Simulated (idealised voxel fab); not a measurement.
The name of this process module is voxel released beams.
The cross-section shown here is cut; it is 155 nm wide and divided into square cells measuring 5 nm on a side.
When this document writes out a cross-section, it uses a grid of square cells and lists it as bands, beginning at the top and moving down, with a band standing for one or more rows of cells.
Top height, bottom height, nm. Materials left to right, width each, nm. Single material + "full width" = fills band edge to edge. "blank" = empty.
The reference from which all heights are counted is 0, the level beneath which the as-received wafer is entirely one material; the lowest band, having no lower bound, proceeds downward and is written after the example "0 and below".
A width given as "30->40" starts at the first number in the band's top row and ends at the second number in its bottom row, shifting by an equal amount at every step from row to row.
Key: "no alterations made" - step with no changed cell in the cross-section.
Under "Entrapped voids" you'll find the enclosed gaps, the ones with no way out to the top, that are 8 cells or bigger; each reads width x height at distance, with distance counted from the left edge, everything in nm.
Note: text after step settings on the step line = simulator remark on that step.
Among the settings permitted on a step's line is "overlay nm"; applied to a step with a mask, it specifies the extent to which the mask lay to the right of its planned position, whereas a negative figure signifies a position to the left.
The following list gives the planned process steps:
| 1 | RECEIVE, material Si |
| 2 | CONFORMAL_DEP, material SiN, thk nm 10 |
| 3 | DIRECTIONAL_DEP, material SiO2, thk nm 20 |
| 4 | MASKED_ETCH, tone open, mask id ANCHOR, width nm 45, etch materials SiO2, depth nm 20, overlay nm 0 |
| 5 | CONFORMAL_DEP, material polySi, thk nm 15 |
| 6 | PATTERN, tone cover, mask id BEAM, material resist, width nm 100, thk nm 15, overlay nm 0 |
| 7 | DIRECTIONAL_ETCH, etch materials polySi, depth nm 15 |
| 8 | STRIP, etch materials resist |
| 9 | STRIP, etch materials SiO2 |
So this is the incoming wafer in cross-section - it's already been through step 1:
> 0 and below = Si full width
> Entrapped voids: none
End-of-module cross-section of the first of two wafers, processed as planned:
> 45 down to 30 = blank=25  polySi=20  blank=15  polySi=65  blank=30
> 30 down to 25 = blank=30  polySi=15  blank=15  polySi=15  blank=80
> 25 down to 10 = blank=30  polySi=45  blank=80
> 10 down to 0 = SiN full width
> 0 and below = Si full width
> Entrapped voids: none
Cross-section, wafer two of two, end of module: same start and plan as wafer one, one error in execution:
> 45 down to 30 = blank=35  polySi=10  blank=15  polySi=75  blank=20
> 30 down to 25 = blank=30  polySi=15  blank=15  polySi=15  blank=80
> 25 down to 10 = blank=30  polySi=45  blank=80
> 10 down to 0 = SiN full width
> 0 and below = Si full width
> Entrapped voids: none
Diagnosis: planned and actual differ for step 6; actual: PATTERN, tone cover, mask id BEAM, material resist, width nm 100, thk nm 15, overlay nm 10
Final state: per-material cell counts identical on both wafers; locations differ.
